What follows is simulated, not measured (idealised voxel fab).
process module | voxel self aligned contacts
cross-section cut | 200 nm wide | cells 5 nm
A cross-section is a grid of square cells, given in bands from the top down. A band is one or more rows of cells.
Each band's line starts with the height of the band's top and of its bottom, in nm. Then come its materials from left to right, each with its width in nm. One material with "throughout" fills the band from edge to edge. "air" is empty space.
Height 0 is the level under which the wafer as received is all one material. The lowest band goes on downwards, as in "0 down".
A width such as "30 to 40" changes by the same amount from each row of cells to the next, from the band's top row to its bottom row.
"no change" after a step means that no cell of the cross-section changed.
closed voids: empty space of 8 cells or more with no open way to the top, each as width x height at its distance from the left edge, in nm
after a step's settings: what the simulator itself notes on the step
overlay nm, on a step with a mask: how far to the right of its planned place the mask lay; to the left if negative
Each pair below shows a cross-section before one step and the cross-section after it, down to the lowest band that changed. The line under each pair gives the step between them, with its settings. The pairs can come from different runs of this module on the same starting wafer, so a pair continues from the pair above only where its "before" says so.
before
  0 down: Si throughout
  closed voids: none
after
  0 to -5: SiO2 throughout
  below -5: unchanged
  closed voids: none
the step between: op OXIDIZE | depth nm 5
before: the cross-section after the pair above
after
  25 to 0: polySi throughout
  below 0: unchanged
  closed voids: none
the step between: op DIRECTIONAL_DEP | material polySi | thk nm 25
before: the cross-section after the pair above
after
  45 to 25: SiN throughout
  below 25: unchanged
  closed voids: none
the step between: op DIRECTIONAL_DEP | material SiN | thk nm 20
before: the cross-section after the pair above
after
  55 to 45: aC throughout
  below 45: unchanged
  closed voids: none
the step between: op DIRECTIONAL_DEP | material aC | thk nm 10
before: the cross-section after the pair above
after
  85 to 55: air 50 | resist 30 | air 35 | resist 30 | air 55
  below 55: unchanged
  closed voids: none
the step between: op PATTERN | tone cover | mask id GATE | material resist | width nm 30 | pitch nm 65 | thk nm 30 | overlay nm 0
before: the cross-section after the pair above
after
  75 to 55: air 50 | resist 30 | air 35 | resist 30 | air 55
  55 to 45: air 50 | aC 30 | air 35 | aC 30 | air 55
  below 45: unchanged
  closed voids: none
the step between: op DIRECTIONAL_ETCH | etch materials aC | depth nm 10
before: the cross-section after the pair above
after
  55 to 45: air 50 | aC 30 | air 35 | aC 30 | air 55
  below 45: unchanged
  closed voids: none
the step between: op STRIP | etch materials resist
before: the cross-section after the pair above
after
  55 to 45: air 50 | aC 30 | air 35 | aC 30 | air 55
  45 to 25: air 50 | SiN 30 | air 35 | SiN 30 | air 55
  below 25: unchanged
  closed voids: none
the step between: op DIRECTIONAL_ETCH | etch materials SiN | depth nm 20
before: the cross-section after the pair above
after
  55 to 45: air 50 | aC 30 | air 35 | aC 30 | air 55
  45 to 25: air 50 | SiN 30 | air 35 | SiN 30 | air 55
  25 to 0: air 50 | polySi 30 | air 35 | polySi 30 | air 55
  below 0: unchanged
  closed voids: none
the step between: op DIRECTIONAL_ETCH | etch materials polySi | depth nm 25
before: the cross-section after the pair above
after
  45 to 25: air 50 | SiN 30 | air 35 | SiN 30 | air 55
  below 25: unchanged
  closed voids: none
the step between: op STRIP | etch materials aC
before: the cross-section after the pair above
after
  55 to 25: air 40 | SiN 50 | air 15 | SiN 50 | air 45
  25 to 10: air 40 | SiN 10 | polySi 30 | SiN 10 | air 15 | SiN 10 | polySi 30 | SiN 10 | air 45
  10 to 0: SiN 50 | polySi 30 | SiN 35 | polySi 30 | SiN 55
  below 0: unchanged
  closed voids: none
the step between: op CONFORMAL_DEP | material SiN | thk nm 10
before: the cross-section after the pair above
after
  45 to 25: air 40 | SiN 50 | air 15 | SiN 50 | air 45
  25 to 0: air 40 | SiN 10 | polySi 30 | SiN 10 | air 15 | SiN 10 | polySi 30 | SiN 10 | air 45
  below 0: unchanged
  closed voids: none
the step between: op DIRECTIONAL_ETCH | etch materials SiN | depth nm 10
before: the cross-section after the pair above
after
  60 to 45: SiO2 throughout
  45 to 25: SiO2 40 | SiN 50 | SiO2 15 | SiN 50 | SiO2 45
  25 to 0: SiO2 40 | SiN 10 | polySi 30 | SiN 10 | SiO2 15 | SiN 10 | polySi 30 | SiN 10 | SiO2 45
  below 0: unchanged
  closed voids: none
the step between: op FILL_DEP | material SiO2 | thk nm 15
before: the cross-section after the pair above
after
  55 to 45: SiO2 throughout
  below 45: unchanged
  closed voids: none
the step between: op CMP | height nm 55
before: the cross-section after the pair above
after
  70 to 55: aC throughout
  below 55: unchanged
  closed voids: none
the step between: op DIRECTIONAL_DEP | material aC | thk nm 15
before: the cross-section after the pair above
after
  100 to 70: resist 75 | air 45 | resist 80
  below 70: unchanged
  closed voids: none
the step between: op PATTERN | tone open | mask id CONTACT | material resist | width nm 45 | thk nm 30 | overlay nm 0
before: the cross-section after the pair above
after
  85 to 70: resist 75 | air 45 | resist 80
  70 to 55: aC 75 | air 45 | aC 80
  below 55: unchanged
  closed voids: none
the step between: op DIRECTIONAL_ETCH | etch materials aC | depth nm 15
before: the cross-section after the pair above
after
  70 to 55: aC 75 | air 45 | aC 80
  below 55: unchanged
  closed voids: none
the step between: op STRIP | etch materials resist
before: the cross-section after the pair above
after
  70 to 55: aC 75 | air 45 | aC 80
  55 to 45: SiO2 75 | air 45 | SiO2 80
  45 to 25: SiO2 40 | SiN 50 | air 15 | SiN 50 | SiO2 45
  25 to 0: SiO2 40 | SiN 10 | polySi 30 | SiN 10 | air 15 | SiN 10 | polySi 30 | SiN 10 | SiO2 45
  0 to -5: SiO2 90 | air 15 | SiO2 95
  below -5: unchanged
  closed voids: none
the step between: op DIRECTIONAL_ETCH | etch materials SiO2 | depth nm 60
before: the cross-section after the pair above
after
  55 to 45: SiO2 75 | air 45 | SiO2 80
  below 45: unchanged
  closed voids: none
the step between: op STRIP | etch materials aC
before: the cross-section after the pair above
after
  60 to 55: TiN 80 | air 35 | TiN 85
  55 to 45: SiO2 75 | TiN 5 to 20 | air 35 to 5 | TiN 5 to 20 | SiO2 80
  45 to 25: SiO2 40 | SiN 50 | TiN 5 | air 5 | TiN 5 | SiN 50 | SiO2 45
  25 to 0: SiO2 40 | SiN 10 | polySi 30 | SiN 10 | TiN 5 | air 5 | TiN 5 | SiN 10 | polySi 30 | SiN 10 | SiO2 45
  0 to -5: SiO2 90 | TiN 15 | SiO2 95
  below -5: unchanged
  closed voids: none
the step between: op CONFORMAL_DEP | material TiN | thk nm 5
before: the cross-section after the pair above
after
  65 to 60: Ru throughout
  60 to 55: TiN 80 | Ru 35 | TiN 85
  55 to 45: SiO2 75 | TiN 5 to 20 | Ru 35 to 5 | TiN 5 to 20 | SiO2 80
  45 to 25: SiO2 40 | SiN 50 | TiN 5 | Ru 5 | TiN 5 | SiN 50 | SiO2 45
  25 to 0: SiO2 40 | SiN 10 | polySi 30 | SiN 10 | TiN 5 | Ru 5 | TiN 5 | SiN 10 | polySi 30 | SiN 10 | SiO2 45
  below 0: unchanged
  closed voids: none
the step between: op FILL_DEP | material Ru | thk nm 5
before: the cross-section after the pair above
after
  55 to 45: SiO2 75 | TiN 5 to 20 | Ru 35 to 5 | TiN 5 to 20 | SiO2 80
  below 45: unchanged
  closed voids: none
the step between: op CMP | height nm 55
before: the cross-section after the pair above
after
  60 to 55: SiCN throughout
  below 55: unchanged
  closed voids: none
the step between: op CONFORMAL_DEP | material SiCN | thk nm 5
before
  0 down: Si throughout
  closed voids: none
after
  25 to 0: polySi throughout
  below 0: unchanged
  closed voids: none
the step between: op DIRECTIONAL_DEP | material polySi | thk nm 25
before: the cross-section after the pair above
after
  45 to 25: SiN throughout
  below 25: unchanged
  closed voids: none
the step between: op DIRECTIONAL_DEP | material SiN | thk nm 20
before: the cross-section after the pair above
after
  55 to 45: aC throughout
  below 45: unchanged
  closed voids: none
the step between: op DIRECTIONAL_DEP | material aC | thk nm 10
before: the cross-section after the pair above
after
  85 to 55: air 50 | resist 30 | air 35 | resist 30 | air 55
  below 55: unchanged
  closed voids: none
the step between: op PATTERN | tone cover | mask id GATE | material resist | width nm 30 | pitch nm 65 | thk nm 30 | overlay nm 0
before: the cross-section after the pair above
after
  75 to 55: air 50 | resist 30 | air 35 | resist 30 | air 55
  55 to 45: air 50 | aC 30 | air 35 | aC 30 | air 55
  below 45: unchanged
  closed voids: none
the step between: op DIRECTIONAL_ETCH | etch materials aC | depth nm 10
before: the cross-section after the pair above
after
  55 to 45: air 50 | aC 30 | air 35 | aC 30 | air 55
  below 45: unchanged
  closed voids: none
the step between: op STRIP | etch materials resist
before: the cross-section after the pair above
after
  55 to 45: air 50 | aC 30 | air 35 | aC 30 | air 55
  45 to 25: air 50 | SiN 30 | air 35 | SiN 30 | air 55
  below 25: unchanged
  closed voids: none
the step between: op DIRECTIONAL_ETCH | etch materials SiN | depth nm 20
before: the cross-section after the pair above
after
  55 to 45: air 50 | aC 30 | air 35 | aC 30 | air 55
  45 to 25: air 50 | SiN 30 | air 35 | SiN 30 | air 55
  25 to 0: air 50 | polySi 30 | air 35 | polySi 30 | air 55
  below 0: unchanged
  closed voids: none
the step between: op DIRECTIONAL_ETCH | etch materials polySi | depth nm 25
before: the cross-section after the pair above
after
  45 to 25: air 50 | SiN 30 | air 35 | SiN 30 | air 55
  below 25: unchanged
  closed voids: none
the step between: op STRIP | etch materials aC
before: the cross-section after the pair above
after
  55 to 25: air 40 | SiN 50 | air 15 | SiN 50 | air 45
  25 to 10: air 40 | SiN 10 | polySi 30 | SiN 10 | air 15 | SiN 10 | polySi 30 | SiN 10 | air 45
  10 to 0: SiN 50 | polySi 30 | SiN 35 | polySi 30 | SiN 55
  below 0: unchanged
  closed voids: none
the step between: op CONFORMAL_DEP | material SiN | thk nm 10
before: the cross-section after the pair above
after
  45 to 25: air 40 | SiN 50 | air 15 | SiN 50 | air 45
  25 to 0: air 40 | SiN 10 | polySi 30 | SiN 10 | air 15 | SiN 10 | polySi 30 | SiN 10 | air 45
  below 0: unchanged
  closed voids: none
the step between: op DIRECTIONAL_ETCH | etch materials SiN | depth nm 10
before: the cross-section after the pair above
after
  60 to 45: SiO2 throughout
  45 to 25: SiO2 40 | SiN 50 | SiO2 15 | SiN 50 | SiO2 45
  25 to 0: SiO2 40 | SiN 10 | polySi 30 | SiN 10 | SiO2 15 | SiN 10 | polySi 30 | SiN 10 | SiO2 45
  below 0: unchanged
  closed voids: none
the step between: op FILL_DEP | material SiO2 | thk nm 15
before: the cross-section after the pair above
after
  55 to 45: SiO2 throughout
  below 45: unchanged
  closed voids: none
the step between: op CMP | height nm 55
before: the cross-section after the pair above
after
  70 to 55: aC throughout
  below 55: unchanged
  closed voids: none
the step between: op DIRECTIONAL_DEP | material aC | thk nm 15
before: the cross-section after the pair above
after
  100 to 70: resist 75 | air 45 | resist 80
  below 70: unchanged
  closed voids: none
the step between: op PATTERN | tone open | mask id CONTACT | material resist | width nm 45 | thk nm 30 | overlay nm 0
before: the cross-section after the pair above
after
  85 to 70: resist 75 | air 45 | resist 80
  70 to 55: aC 75 | air 45 | aC 80
  below 55: unchanged
  closed voids: none
the step between: op DIRECTIONAL_ETCH | etch materials aC | depth nm 15
before: the cross-section after the pair above
after
  70 to 55: aC 75 | air 45 | aC 80
  below 55: unchanged
  closed voids: none
the step between: op STRIP | etch materials resist
before: the cross-section after the pair above
after
  70 to 55: aC 75 | air 45 | aC 80
  55 to 45: SiO2 75 | air 45 | SiO2 80
  45 to 25: SiO2 40 | SiN 50 | air 15 | SiN 50 | SiO2 45
  25 to 0: SiO2 40 | SiN 10 | polySi 30 | SiN 10 | air 15 | SiN 10 | polySi 30 | SiN 10 | SiO2 45
  below 0: unchanged
  closed voids: none
the step between: op DIRECTIONAL_ETCH | etch materials SiO2 | depth nm 60
before: the cross-section after the pair above
after
  55 to 45: SiO2 75 | air 45 | SiO2 80
  below 45: unchanged
  closed voids: none
the step between: op STRIP | etch materials aC
before: the cross-section after the pair above
after
  60 to 55: TiN 80 | air 35 | TiN 85
  55 to 45: SiO2 75 | TiN 5 to 20 | air 35 to 5 | TiN 5 to 20 | SiO2 80
  45 to 25: SiO2 40 | SiN 50 | TiN 5 | air 5 | TiN 5 | SiN 50 | SiO2 45
  25 to 5: SiO2 40 | SiN 10 | polySi 30 | SiN 10 | TiN 5 | air 5 | TiN 5 | SiN 10 | polySi 30 | SiN 10 | SiO2 45
  5 to 0: SiO2 40 | SiN 10 | polySi 30 | SiN 10 | TiN 15 | SiN 10 | polySi 30 | SiN 10 | SiO2 45
  below 0: unchanged
  closed voids: none
the step between: op CONFORMAL_DEP | material TiN | thk nm 5
before: the cross-section after the pair above
after
  65 to 60: Ru throughout
  60 to 55: TiN 80 | Ru 35 | TiN 85
  55 to 45: SiO2 75 | TiN 5 to 20 | Ru 35 to 5 | TiN 5 to 20 | SiO2 80
  45 to 25: SiO2 40 | SiN 50 | TiN 5 | Ru 5 | TiN 5 | SiN 50 | SiO2 45
  25 to 5: SiO2 40 | SiN 10 | polySi 30 | SiN 10 | TiN 5 | Ru 5 | TiN 5 | SiN 10 | polySi 30 | SiN 10 | SiO2 45
  below 5: unchanged
  closed voids: none
the step between: op FILL_DEP | material Ru | thk nm 5
before: the cross-section after the pair above
after
  55 to 45: SiO2 75 | TiN 5 to 20 | Ru 35 to 5 | TiN 5 to 20 | SiO2 80
  below 45: unchanged
  closed voids: none
the step between: op CMP | height nm 55
before: the cross-section after the pair above
after
  60 to 55: SiCN throughout
  below 55: unchanged
  closed voids: none
the step between: op CONFORMAL_DEP | material SiCN | thk nm 5
before
  45 to 25: SiN throughout
  25 to 0: polySi throughout
  0 to -5: SiO2 throughout
  -5 down: Si throughout
  closed voids: none
after
  65 to 25: SiN throughout
  below 25: unchanged
  closed voids: none
the step between: op DIRECTIONAL_DEP | material SiN | thk nm 20
before: the cross-section after the pair above
after
  75 to 65: aC throughout
  below 65: unchanged
  closed voids: none
the step between: op DIRECTIONAL_DEP | material aC | thk nm 10
before: the cross-section after the pair above
after
  105 to 75: air 50 | resist 30 | air 35 | resist 30 | air 55
  below 75: unchanged
  closed voids: none
the step between: op PATTERN | tone cover | mask id GATE | material resist | width nm 30 | pitch nm 65 | thk nm 30 | overlay nm 0
before: the cross-section after the pair above
after
  95 to 75: air 50 | resist 30 | air 35 | resist 30 | air 55
  75 to 65: air 50 | aC 30 | air 35 | aC 30 | air 55
  below 65: unchanged
  closed voids: none
the step between: op DIRECTIONAL_ETCH | etch materials aC | depth nm 10
before: the cross-section after the pair above
after
  75 to 65: air 50 | aC 30 | air 35 | aC 30 | air 55
  below 65: unchanged
  closed voids: none
the step between: op STRIP | etch materials resist
before: the cross-section after the pair above
after
  75 to 65: air 50 | aC 30 | air 35 | aC 30 | air 55
  65 to 45: air 50 | SiN 30 | air 35 | SiN 30 | air 55
  below 45: unchanged
  closed voids: none
the step between: op DIRECTIONAL_ETCH | etch materials SiN | depth nm 20
before: the cross-section after the pair above
after
  65 to 45: air 50 | SiN 30 | air 35 | SiN 30 | air 55
  below 45: unchanged
  closed voids: none
the step between: op STRIP | etch materials aC
before: the cross-section after the pair above
after
  75 to 55: air 40 | SiN 50 | air 15 | SiN 50 | air 45
  55 to 25: SiN throughout
  below 25: unchanged
  closed voids: none
the step between: op CONFORMAL_DEP | material SiN | thk nm 10
before: the cross-section after the pair above
after
  65 to 45: air 40 | SiN 50 | air 15 | SiN 50 | air 45
  below 45: unchanged
  closed voids: none
the step between: op DIRECTIONAL_ETCH | etch materials SiN | depth nm 10
before: the cross-section after the pair above
after
  80 to 65: SiO2 throughout
  65 to 45: SiO2 40 | SiN 50 | SiO2 15 | SiN 50 | SiO2 45
  below 45: unchanged
  closed voids: none
the step between: op FILL_DEP | material SiO2 | thk nm 15
before: the cross-section after the pair above
after
  55 to 45: SiO2 40 | SiN 50 | SiO2 15 | SiN 50 | SiO2 45
  below 45: unchanged
  closed voids: none
the step between: op CMP | height nm 55
before: the cross-section after the pair above
after
  70 to 55: aC throughout
  below 55: unchanged
  closed voids: none
the step between: op DIRECTIONAL_DEP | material aC | thk nm 15
before: the cross-section after the pair above
after
  100 to 70: resist 75 | air 45 | resist 80
  below 70: unchanged
  closed voids: none
the step between: op PATTERN | tone open | mask id CONTACT | material resist | width nm 45 | thk nm 30 | overlay nm 0
before: the cross-section after the pair above
after
  85 to 70: resist 75 | air 45 | resist 80
  70 to 55: aC 75 | air 45 | aC 80
  below 55: unchanged
  closed voids: none
the step between: op DIRECTIONAL_ETCH | etch materials aC | depth nm 15
before: the cross-section after the pair above
after
  70 to 55: aC 75 | air 45 | aC 80
  below 55: unchanged
  closed voids: none
the step between: op STRIP | etch materials resist
before: the cross-section after the pair above
after
  70 to 55: aC 75 | air 45 | aC 80
  55 to 45: SiO2 40 | SiN 50 | air 15 | SiN 50 | SiO2 45
  below 45: unchanged
  closed voids: none
the step between: op DIRECTIONAL_ETCH | etch materials SiO2 | depth nm 60
before: the cross-section after the pair above
after
  55 to 45: SiO2 40 | SiN 50 | air 15 | SiN 50 | SiO2 45
  below 45: unchanged
  closed voids: none
the step between: op STRIP | etch materials aC
before: the cross-section after the pair above
after
  60 to 55: TiN 95 | air 5 | TiN 100
  55 to 50: SiO2 40 | SiN 50 | TiN 5 | air 5 | TiN 5 | SiN 50 | SiO2 45
  50 to 45: SiO2 40 | SiN 50 | TiN 15 | SiN 50 | SiO2 45
  below 45: unchanged
  closed voids: none
the step between: op CONFORMAL_DEP | material TiN | thk nm 5
before: the cross-section after the pair above
after
  65 to 60: Ru throughout
  60 to 55: TiN 95 | Ru 5 | TiN 100
  55 to 50: SiO2 40 | SiN 50 | TiN 5 | Ru 5 | TiN 5 | SiN 50 | SiO2 45
  below 50: unchanged
  closed voids: none
the step between: op FILL_DEP | material Ru | thk nm 5
before: the cross-section after the pair above
after
  55 to 50: SiO2 40 | SiN 50 | TiN 5 | Ru 5 | TiN 5 | SiN 50 | SiO2 45
  below 50: unchanged
  closed voids: none
the step between: op CMP | height nm 55
before: the cross-section after the pair above
after
  60 to 55: SiCN throughout
  below 55: unchanged
  closed voids: none
the step between: op CONFORMAL_DEP | material SiCN | thk nm 5
before
  45 to 25: air 50 | SiN 30 | air 35 | SiN 30 | air 55
  25 to 0: air 50 | polySi 30 | air 35 | polySi 30 | air 55
  0 to -5: SiO2 throughout
  -5 down: Si throughout
  closed voids: none
after
  35 to 25: air 50 | SiN 30 | air 35 | SiN 30 | air 55
  below 25: unchanged
  closed voids: none
the step between: op DIRECTIONAL_ETCH | etch materials SiN | depth nm 10
before: the cross-section after the pair above
after
  45 to 25: air 40 | SiN 50 | air 15 | SiN 50 | air 45
  25 to 10: air 40 | SiN 10 | polySi 30 | SiN 10 | air 15 | SiN 10 | polySi 30 | SiN 10 | air 45
  10 to 0: SiN 50 | polySi 30 | SiN 35 | polySi 30 | SiN 55
  below 0: unchanged
  closed voids: none
the step between: op CONFORMAL_DEP | material SiN | thk nm 10
before: the cross-section after the pair above
after
  60 to 45: SiO2 throughout
  45 to 25: SiO2 40 | SiN 50 | SiO2 15 | SiN 50 | SiO2 45
  25 to 10: SiO2 40 | SiN 10 | polySi 30 | SiN 10 | SiO2 15 | SiN 10 | polySi 30 | SiN 10 | SiO2 45
  below 10: unchanged
  closed voids: none
the step between: op FILL_DEP | material SiO2 | thk nm 15
before: the cross-section after the pair above
after
  55 to 45: SiO2 throughout
  below 45: unchanged
  closed voids: none
the step between: op CMP | height nm 55
before: the cross-section after the pair above
after
  70 to 55: aC throughout
  below 55: unchanged
  closed voids: none
the step between: op DIRECTIONAL_DEP | material aC | thk nm 15
before: the cross-section after the pair above
after
  100 to 70: resist 75 | air 45 | resist 80
  below 70: unchanged
  closed voids: none
the step between: op PATTERN | tone open | mask id CONTACT | material resist | width nm 45 | thk nm 30 | overlay nm 0
before: the cross-section after the pair above
after
  85 to 70: resist 75 | air 45 | resist 80
  70 to 55: aC 75 | air 45 | aC 80
  below 55: unchanged
  closed voids: none
the step between: op DIRECTIONAL_ETCH | etch materials aC | depth nm 15
before: the cross-section after the pair above
after
  70 to 55: aC 75 | air 45 | aC 80
  below 55: unchanged
  closed voids: none
the step between: op STRIP | etch materials resist
before: the cross-section after the pair above
after
  70 to 55: aC 75 | air 45 | aC 80
  55 to 45: SiO2 75 | air 45 | SiO2 80
  45 to 25: SiO2 40 | SiN 50 | air 15 | SiN 50 | SiO2 45
  25 to 10: SiO2 40 | SiN 10 | polySi 30 | SiN 10 | air 15 | SiN 10 | polySi 30 | SiN 10 | SiO2 45
  below 10: unchanged
  closed voids: none
the step between: op DIRECTIONAL_ETCH | etch materials SiO2 | depth nm 60
before: the cross-section after the pair above
after
  55 to 45: SiO2 75 | air 45 | SiO2 80
  below 45: unchanged
  closed voids: none
the step between: op STRIP | etch materials aC
before: the cross-section after the pair above
after
  60 to 55: TiN 80 | air 35 | TiN 85
  55 to 45: SiO2 75 | TiN 5 to 20 | air 35 to 5 | TiN 5 to 20 | SiO2 80
  45 to 25: SiO2 40 | SiN 50 | TiN 5 | air 5 | TiN 5 | SiN 50 | SiO2 45
  25 to 15: SiO2 40 | SiN 10 | polySi 30 | SiN 10 | TiN 5 | air 5 | TiN 5 | SiN 10 | polySi 30 | SiN 10 | SiO2 45
  15 to 10: SiO2 40 | SiN 10 | polySi 30 | SiN 10 | TiN 15 | SiN 10 | polySi 30 | SiN 10 | SiO2 45
  below 10: unchanged
  closed voids: none
the step between: op CONFORMAL_DEP | material TiN | thk nm 5
before: the cross-section after the pair above
after
  65 to 60: Ru throughout
  60 to 55: TiN 80 | Ru 35 | TiN 85
  55 to 45: SiO2 75 | TiN 5 to 20 | Ru 35 to 5 | TiN 5 to 20 | SiO2 80
  45 to 25: SiO2 40 | SiN 50 | TiN 5 | Ru 5 | TiN 5 | SiN 50 | SiO2 45
  25 to 15: SiO2 40 | SiN 10 | polySi 30 | SiN 10 | TiN 5 | Ru 5 | TiN 5 | SiN 10 | polySi 30 | SiN 10 | SiO2 45
  below 15: unchanged
  closed voids: none
the step between: op FILL_DEP | material Ru | thk nm 5
before: the cross-section after the pair above
after
  55 to 45: SiO2 75 | TiN 5 to 20 | Ru 35 to 5 | TiN 5 to 20 | SiO2 80
  below 45: unchanged
  closed voids: none
the step between: op CMP | height nm 55
before: the cross-section after the pair above
after
  60 to 55: SiCN throughout
  below 55: unchanged
  closed voids: none
the step between: op CONFORMAL_DEP | material SiCN | thk nm 5
before
  55 to 45: air 50 | aC 30 | air 35 | aC 30 | air 55
  45 to 25: air 50 | SiN 30 | air 35 | SiN 30 | air 55
  25 to 0: polySi throughout
  0 to -5: SiO2 throughout
  -5 down: Si throughout
  closed voids: none
after
  55 to 45: air 50 | aC 30 | air 35 | aC 30 | air 55
  45 to 25: air 50 | SiN 30 | air 35 | SiN 30 | air 55
  25 to 5: air 50 | polySi 30 | air 35 | polySi 30 | air 55
  below 5: unchanged
  closed voids: none
the step between: op DIRECTIONAL_ETCH | etch materials polySi | depth nm 20
before: the cross-section after the pair above
after
  45 to 25: air 50 | SiN 30 | air 35 | SiN 30 | air 55
  below 25: unchanged
  closed voids: none
the step between: op STRIP | etch materials aC
before: the cross-section after the pair above
after
  55 to 25: air 40 | SiN 50 | air 15 | SiN 50 | air 45
  25 to 15: air 40 | SiN 10 | polySi 30 | SiN 10 | air 15 | SiN 10 | polySi 30 | SiN 10 | air 45
  15 to 5: SiN 50 | polySi 30 | SiN 35 | polySi 30 | SiN 55
  below 5: unchanged
  closed voids: none
the step between: op CONFORMAL_DEP | material SiN | thk nm 10
before: the cross-section after the pair above
after
  45 to 25: air 40 | SiN 50 | air 15 | SiN 50 | air 45
  25 to 5: air 40 | SiN 10 | polySi 30 | SiN 10 | air 15 | SiN 10 | polySi 30 | SiN 10 | air 45
  below 5: unchanged
  closed voids: none
the step between: op DIRECTIONAL_ETCH | etch materials SiN | depth nm 10
before: the cross-section after the pair above
after
  60 to 45: SiO2 throughout
  45 to 25: SiO2 40 | SiN 50 | SiO2 15 | SiN 50 | SiO2 45
  25 to 5: SiO2 40 | SiN 10 | polySi 30 | SiN 10 | SiO2 15 | SiN 10 | polySi 30 | SiN 10 | SiO2 45
  below 5: unchanged
  closed voids: none
the step between: op FILL_DEP | material SiO2 | thk nm 15
before: the cross-section after the pair above
after
  55 to 45: SiO2 throughout
  below 45: unchanged
  closed voids: none
the step between: op CMP | height nm 55
before: the cross-section after the pair above
after
  70 to 55: aC throughout
  below 55: unchanged
  closed voids: none
the step between: op DIRECTIONAL_DEP | material aC | thk nm 15
before: the cross-section after the pair above
after
  100 to 70: resist 75 | air 45 | resist 80
  below 70: unchanged
  closed voids: none
the step between: op PATTERN | tone open | mask id CONTACT | material resist | width nm 45 | thk nm 30 | overlay nm 0
before: the cross-section after the pair above
after
  85 to 70: resist 75 | air 45 | resist 80
  70 to 55: aC 75 | air 45 | aC 80
  below 55: unchanged
  closed voids: none
the step between: op DIRECTIONAL_ETCH | etch materials aC | depth nm 15
before: the cross-section after the pair above
after
  70 to 55: aC 75 | air 45 | aC 80
  below 55: unchanged
  closed voids: none
the step between: op STRIP | etch materials resist
before: the cross-section after the pair above
after
  70 to 55: aC 75 | air 45 | aC 80
  55 to 45: SiO2 75 | air 45 | SiO2 80
  45 to 25: SiO2 40 | SiN 50 | air 15 | SiN 50 | SiO2 45
  25 to 5: SiO2 40 | SiN 10 | polySi 30 | SiN 10 | air 15 | SiN 10 | polySi 30 | SiN 10 | SiO2 45
  below 5: unchanged
  closed voids: none
the step between: op DIRECTIONAL_ETCH | etch materials SiO2 | depth nm 60
before: the cross-section after the pair above
after
  55 to 45: SiO2 75 | air 45 | SiO2 80
  below 45: unchanged
  closed voids: none
the step between: op STRIP | etch materials aC
before: the cross-section after the pair above
after
  60 to 55: TiN 80 | air 35 | TiN 85
  55 to 45: SiO2 75 | TiN 5 to 20 | air 35 to 5 | TiN 5 to 20 | SiO2 80
  45 to 25: SiO2 40 | SiN 50 | TiN 5 | air 5 | TiN 5 | SiN 50 | SiO2 45
  25 to 10: SiO2 40 | SiN 10 | polySi 30 | SiN 10 | TiN 5 | air 5 | TiN 5 | SiN 10 | polySi 30 | SiN 10 | SiO2 45
  10 to 5: SiO2 40 | SiN 10 | polySi 30 | SiN 10 | TiN 15 | SiN 10 | polySi 30 | SiN 10 | SiO2 45
  below 5: unchanged
  closed voids: none
the step between: op CONFORMAL_DEP | material TiN | thk nm 5
before: the cross-section after the pair above
after
  65 to 60: Ru throughout
  60 to 55: TiN 80 | Ru 35 | TiN 85
  55 to 45: SiO2 75 | TiN 5 to 20 | Ru 35 to 5 | TiN 5 to 20 | SiO2 80
  45 to 25: SiO2 40 | SiN 50 | TiN 5 | Ru 5 | TiN 5 | SiN 50 | SiO2 45
  25 to 10: SiO2 40 | SiN 10 | polySi 30 | SiN 10 | TiN 5 | Ru 5 | TiN 5 | SiN 10 | polySi 30 | SiN 10 | SiO2 45
  below 10: unchanged
  closed voids: none
the step between: op FILL_DEP | material Ru | thk nm 5
before: the cross-section after the pair above
after
  55 to 45: SiO2 75 | TiN 5 to 20 | Ru 35 to 5 | TiN 5 to 20 | SiO2 80
  below 45: unchanged
  closed voids: none
the step between: op CMP | height nm 55
before: the cross-section after the pair above
after
  60 to 55: SiCN throughout
  below 55: unchanged
  closed voids: none
the step between: op CONFORMAL_DEP | material SiCN | thk nm 5
before
  70 to 55: aC throughout
  55 to 45: SiO2 throughout
  45 to 25: SiO2 40 | SiN 50 | SiO2 15 | SiN 50 | SiO2 45
  25 to 0: SiO2 40 | SiN 10 | polySi 30 | SiN 10 | SiO2 15 | SiN 10 | polySi 30 | SiN 10 | SiO2 45
  0 to -5: SiO2 throughout
  -5 down: Si throughout
  closed voids: none
after
  100 to 70: resist 75 | air 50 | resist 75
  below 70: unchanged
  closed voids: none
the step between: op PATTERN | tone open | mask id CONTACT | material resist | width nm 50 | thk nm 30 | overlay nm 0
before: the cross-section after the pair above
after
  85 to 70: resist 75 | air 50 | resist 75
  70 to 55: aC 75 | air 50 | aC 75
  below 55: unchanged
  closed voids: none
the step between: op DIRECTIONAL_ETCH | etch materials aC | depth nm 15
before: the cross-section after the pair above
after
  70 to 55: aC 75 | air 50 | aC 75
  below 55: unchanged
  closed voids: none
the step between: op STRIP | etch materials resist
before: the cross-section after the pair above
after
  70 to 55: aC 75 | air 50 | aC 75
  55 to 45: SiO2 75 | air 50 | SiO2 75
  45 to 25: SiO2 40 | SiN 50 | air 15 | SiN 50 | SiO2 45
  25 to 0: SiO2 40 | SiN 10 | polySi 30 | SiN 10 | air 15 | SiN 10 | polySi 30 | SiN 10 | SiO2 45
  0 to -5: SiO2 90 | air 15 | SiO2 95
  below -5: unchanged
  closed voids: none
the step between: op DIRECTIONAL_ETCH | etch materials SiO2 | depth nm 60
before: the cross-section after the pair above
after
  55 to 45: SiO2 75 | air 50 | SiO2 75
  below 45: unchanged
  closed voids: none
the step between: op STRIP | etch materials aC
before: the cross-section after the pair above
after
  60 to 55: TiN 80 | air 40 | TiN 80
  55 to 45: SiO2 75 | TiN 5 to 20 | air 40 to 5 | TiN 5 to 25 | SiO2 75
  45 to 25: SiO2 40 | SiN 50 | TiN 5 | air 5 | TiN 5 | SiN 50 | SiO2 45
  25 to 0: SiO2 40 | SiN 10 | polySi 30 | SiN 10 | TiN 5 | air 5 | TiN 5 | SiN 10 | polySi 30 | SiN 10 | SiO2 45
  0 to -5: SiO2 90 | TiN 15 | SiO2 95
  below -5: unchanged
  closed voids: none
the step between: op CONFORMAL_DEP | material TiN | thk nm 5
before: the cross-section after the pair above
after
  65 to 60: Ru throughout
  60 to 55: TiN 80 | Ru 40 | TiN 80
  55 to 45: SiO2 75 | TiN 5 to 20 | Ru 40 to 5 | TiN 5 to 25 | SiO2 75
  45 to 25: SiO2 40 | SiN 50 | TiN 5 | Ru 5 | TiN 5 | SiN 50 | SiO2 45
  25 to 0: SiO2 40 | SiN 10 | polySi 30 | SiN 10 | TiN 5 | Ru 5 | TiN 5 | SiN 10 | polySi 30 | SiN 10 | SiO2 45
  below 0: unchanged
  closed voids: none
the step between: op FILL_DEP | material Ru | thk nm 5
before: the cross-section after the pair above
after
  55 to 45: SiO2 75 | TiN 5 to 20 | Ru 40 to 5 | TiN 5 to 25 | SiO2 75
  below 45: unchanged
  closed voids: none
the step between: op CMP | height nm 55
before: the cross-section after the pair above
after
  60 to 55: SiCN throughout
  below 55: unchanged
  closed voids: none
the step between: op CONFORMAL_DEP | material SiCN | thk nm 5
